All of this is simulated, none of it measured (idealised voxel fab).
The process module presented herein is designated voxel air gaps.
This is section cut - it's 285 nm across, gridded in 5 nm square cells.
Heads up, the way a cross-section reads in here is a grid of square cells, handed over as bands from the top down, with every band being one or more rows of cells.
Per band: top height and bottom height in nm, followed by the left-to-right materials and their widths in nm; "full width" marks a single material spanning edge to edge, "empty" marks empty space.
Heights from 0 (as-received wafer is one material below). Bottom band endless downward, as "0 and below".
When a width is written as two numbers, as in "30 to 40", the first number is the width in the top row of cells of the band and the second is the width in its bottom row, and the width changes by the same amount from each row to the next.
"all unchanged" after a step means that no cell of the cross-section changed.
"Trapped void list" means: voids of 8 cells or more that are shut off from the top with no open way through. Written width x height at distance, distance from the left edge, in nm.
Note: text after step settings on the step line = simulator remark on that step.
overlay nm: on a step with a mask, how far right of its planned place the mask lay; negative means left.

-- plan
- 1: RECEIVE,material Si
- 2: CONFORMAL_DEP,material SiO2,thk nm 15
- 3: CONFORMAL_DEP,material SiN,thk nm 5
- 4: DIRECTIONAL_DEP,material SiO2,thk nm 35
- 5: PATTERN,tone open,mask id LINES,material resist,width nm 25,pitch nm 50,thk nm 20,overlay nm 0
- 6: DIRECTIONAL_ETCH,etch materials SiO2,depth nm 35
- 7: STRIP,etch materials resist
- 8: CONFORMAL_DEP,material TiN,thk nm 5
- 9: FILL_DEP,material W,thk nm 5
- 10: CMP,height nm 55
- 11: EPI,material Ru,thk nm 10
- 12: SELECTIVE_ETCH,etch materials SiO2,depth nm 45
- 13: CONFORMAL_DEP,material SiCN,thk nm 5

-- First wafer, two in total, run as planned

-- As-received wafer cross-section (after step 1)
> 0 and below: Si full width
> Trapped void list: none

-- Wafer xsec, post step 2
> 15 down to 0: SiO2 full width
> Nothing below the height 0 has changed.

-- Wafer xsec, post step 3
> 20 down to 15: SiN full width
> Nothing below the height 15 has changed.

-- Wafer xsec, post step 4
> 55 down to 20: SiO2 full width
> Nothing below the height 20 has changed.

-- Wafer xsec, post step 5
> 75 down to 55: resist: 80, then empty: 25, then resist: 25, then empty: 25, then resist: 25, then empty: 25, then resist: 80
> Nothing below the height 55 has changed.

-- Wafer xsec, post step 6
> 75 down to 55: resist: 80, then empty: 25, then resist: 25, then empty: 25, then resist: 25, then empty: 25, then resist: 80
> 55 down to 20: SiO2: 80, then empty: 25, then SiO2: 25, then empty: 25, then SiO2: 25, then empty: 25, then SiO2: 80
> Nothing below the height 20 has changed.

-- Wafer xsec, post step 7
> 55 down to 20: SiO2: 80, then empty: 25, then SiO2: 25, then empty: 25, then SiO2: 25, then empty: 25, then SiO2: 80
> Nothing below the height 20 has changed.

-- Wafer xsec, post step 8
> 60 down to 55: TiN: 85, then empty: 15, then TiN: 35, then empty: 15, then TiN: 35, then empty: 15, then TiN: 85
> 55 down to 25: SiO2: 80, then TiN: 5, then empty: 15, then TiN: 5, then SiO2: 25, then TiN: 5, then empty: 15, then TiN: 5, then SiO2: 25, then TiN: 5, then empty: 15, then TiN: 5, then SiO2: 80
> 25 down to 20: SiO2: 80, then TiN: 25, then SiO2: 25, then TiN: 25, then SiO2: 25, then TiN: 25, then SiO2: 80
> Nothing below the height 20 has changed.

-- Wafer xsec, post step 9
> 65 down to 60: W full width
> 60 down to 55: TiN: 85, then W: 15, then TiN: 35, then W: 15, then TiN: 35, then W: 15, then TiN: 85
> 55 down to 25: SiO2: 80, then TiN: 5, then W: 15, then TiN: 5, then SiO2: 25, then TiN: 5, then W: 15, then TiN: 5, then SiO2: 25, then TiN: 5, then W: 15, then TiN: 5, then SiO2: 80
> Nothing below the height 25 has changed.

-- Wafer xsec, post step 10
> 55 down to 25: SiO2: 80, then TiN: 5, then W: 15, then TiN: 5, then SiO2: 25, then TiN: 5, then W: 15, then TiN: 5, then SiO2: 25, then TiN: 5, then W: 15, then TiN: 5, then SiO2: 80
> Nothing below the height 25 has changed.

-- Wafer xsec, post step 11
> 65 down to 55: empty: 70, then Ru: 45, then empty: 5, then Ru: 45, then empty: 5, then Ru: 45, then empty: 70
> Nothing below the height 55 has changed.

-- Wafer xsec, post step 12
> 65 down to 55: empty: 70, then Ru: 45, then empty: 5, then Ru: 45, then empty: 5, then Ru: 45, then empty: 70
> 55 down to 25: empty: 80, then TiN: 5, then W: 15, then TiN: 5, then empty: 25, then TiN: 5, then W: 15, then TiN: 5, then empty: 25, then TiN: 5, then W: 15, then TiN: 5, then empty: 80
> 25 down to 20: empty: 80, then TiN: 25, then empty: 25, then TiN: 25, then empty: 25, then TiN: 25, then empty: 80
> Nothing below the height 20 has changed.

-- Wafer xsec, post step 13
> 70 down to 65: empty: 65, then SiCN: 155, then empty: 65
> 65 down to 55: empty: 65, then SiCN: 5, then Ru: 45, then SiCN: 5, then Ru: 45, then SiCN: 5, then Ru: 45, then SiCN: 5, then empty: 65
> 55 down to 50: empty: 65, then SiCN: 15, then TiN: 5, then W: 15, then TiN: 5, then SiCN: 25, then TiN: 5, then W: 15, then TiN: 5, then SiCN: 25, then TiN: 5, then W: 15, then TiN: 5, then SiCN: 15, then empty: 65
> 50 down to 25: empty: 75, then SiCN: 5, then TiN: 5, then W: 15, then TiN: 5, then SiCN: 5, then empty: 15, then SiCN: 5, then TiN: 5, then W: 15, then TiN: 5, then SiCN: 5, then empty: 15, then SiCN: 5, then TiN: 5, then W: 15, then TiN: 5, then SiCN: 5, then empty: 75
> 25 down to 20: SiCN: 80, then TiN: 25, then SiCN: 25, then TiN: 25, then SiCN: 25, then TiN: 25, then SiCN: 80
> Nothing below the height 20 has changed.
> Trapped void list: 15 x 25 at 110; 15 x 25 at 160

-- Second wafer, same starting conditions and recipe as the first, one mistake in executing it, nothing differs from the first up to and including step 2

-- Planned end of step 3: second wafer, cross-section
> 20 down to 15: TiN full width
> Nothing below the height 15 has changed.

-- Planned end of step 4: second wafer, cross-section
> 55 down to 20: SiO2 full width
> Nothing below the height 20 has changed.

-- Planned end of step 5: second wafer, cross-section
> 75 down to 55: resist: 80, then empty: 25, then resist: 25, then empty: 25, then resist: 25, then empty: 25, then resist: 80
> Nothing below the height 55 has changed.

-- Planned end of step 6: second wafer, cross-section
> 75 down to 55: resist: 80, then empty: 25, then resist: 25, then empty: 25, then resist: 25, then empty: 25, then resist: 80
> 55 down to 20: SiO2: 80, then empty: 25, then SiO2: 25, then empty: 25, then SiO2: 25, then empty: 25, then SiO2: 80
> Nothing below the height 20 has changed.

-- Planned end of step 7: second wafer, cross-section
> 55 down to 20: SiO2: 80, then empty: 25, then SiO2: 25, then empty: 25, then SiO2: 25, then empty: 25, then SiO2: 80
> Nothing below the height 20 has changed.

-- Planned end of step 8: second wafer, cross-section
> 60 down to 55: TiN: 85, then empty: 15, then TiN: 35, then empty: 15, then TiN: 35, then empty: 15, then TiN: 85
> 55 down to 25: SiO2: 80, then TiN: 5, then empty: 15, then TiN: 5, then SiO2: 25, then TiN: 5, then empty: 15, then TiN: 5, then SiO2: 25, then TiN: 5, then empty: 15, then TiN: 5, then SiO2: 80
> 25 down to 20: SiO2: 80, then TiN: 25, then SiO2: 25, then TiN: 25, then SiO2: 25, then TiN: 25, then SiO2: 80
> Nothing below the height 20 has changed.

-- Planned end of step 9: second wafer, cross-section
> 65 down to 60: W full width
> 60 down to 55: TiN: 85, then W: 15, then TiN: 35, then W: 15, then TiN: 35, then W: 15, then TiN: 85
> 55 down to 25: SiO2: 80, then TiN: 5, then W: 15, then TiN: 5, then SiO2: 25, then TiN: 5, then W: 15, then TiN: 5, then SiO2: 25, then TiN: 5, then W: 15, then TiN: 5, then SiO2: 80
> Nothing below the height 25 has changed.

-- Planned end of step 10: second wafer, cross-section
> 55 down to 25: SiO2: 80, then TiN: 5, then W: 15, then TiN: 5, then SiO2: 25, then TiN: 5, then W: 15, then TiN: 5, then SiO2: 25, then TiN: 5, then W: 15, then TiN: 5, then SiO2: 80
> Nothing below the height 25 has changed.

-- Planned end of step 11: second wafer, cross-section
> 65 down to 55: empty: 70, then Ru: 45, then empty: 5, then Ru: 45, then empty: 5, then Ru: 45, then empty: 70
> Nothing below the height 55 has changed.

-- Planned end of step 12: second wafer, cross-section
> 65 down to 55: empty: 70, then Ru: 45, then empty: 5, then Ru: 45, then empty: 5, then Ru: 45, then empty: 70
> 55 down to 25: empty: 80, then TiN: 5, then W: 15, then TiN: 5, then empty: 25, then TiN: 5, then W: 15, then TiN: 5, then empty: 25, then TiN: 5, then W: 15, then TiN: 5, then empty: 80
> 25 down to 20: empty: 80, then TiN: 25, then empty: 25, then TiN: 25, then empty: 25, then TiN: 25, then empty: 80
> Nothing below the height 20 has changed.

-- Planned end of step 13: second wafer, cross-section
> 70 down to 65: empty: 65, then SiCN: 155, then empty: 65
> 65 down to 55: empty: 65, then SiCN: 5, then Ru: 45, then SiCN: 5, then Ru: 45, then SiCN: 5, then Ru: 45, then SiCN: 5, then empty: 65
> 55 down to 50: empty: 65, then SiCN: 15, then TiN: 5, then W: 15, then TiN: 5, then SiCN: 25, then TiN: 5, then W: 15, then TiN: 5, then SiCN: 25, then TiN: 5, then W: 15, then TiN: 5, then SiCN: 15, then empty: 65
> 50 down to 25: empty: 75, then SiCN: 5, then TiN: 5, then W: 15, then TiN: 5, then SiCN: 5, then empty: 15, then SiCN: 5, then TiN: 5, then W: 15, then TiN: 5, then SiCN: 5, then empty: 15, then SiCN: 5, then TiN: 5, then W: 15, then TiN: 5, then SiCN: 5, then empty: 75
> 25 down to 20: SiCN: 80, then TiN: 25, then SiCN: 25, then TiN: 25, then SiCN: 25, then TiN: 25, then SiCN: 80
> Nothing below the height 20 has changed.
> Trapped void list: 15 x 25 at 110; 15 x 25 at 160
What broke from the plan during processing? the process deviated at step 3: the operation and settings actually run there were CONFORMAL_DEP,material TiN,thk nm 5
Count the cells at the end and the second wafer has more or fewer of some materials than the first: 57 fewer of SiN | 57 more of TiN
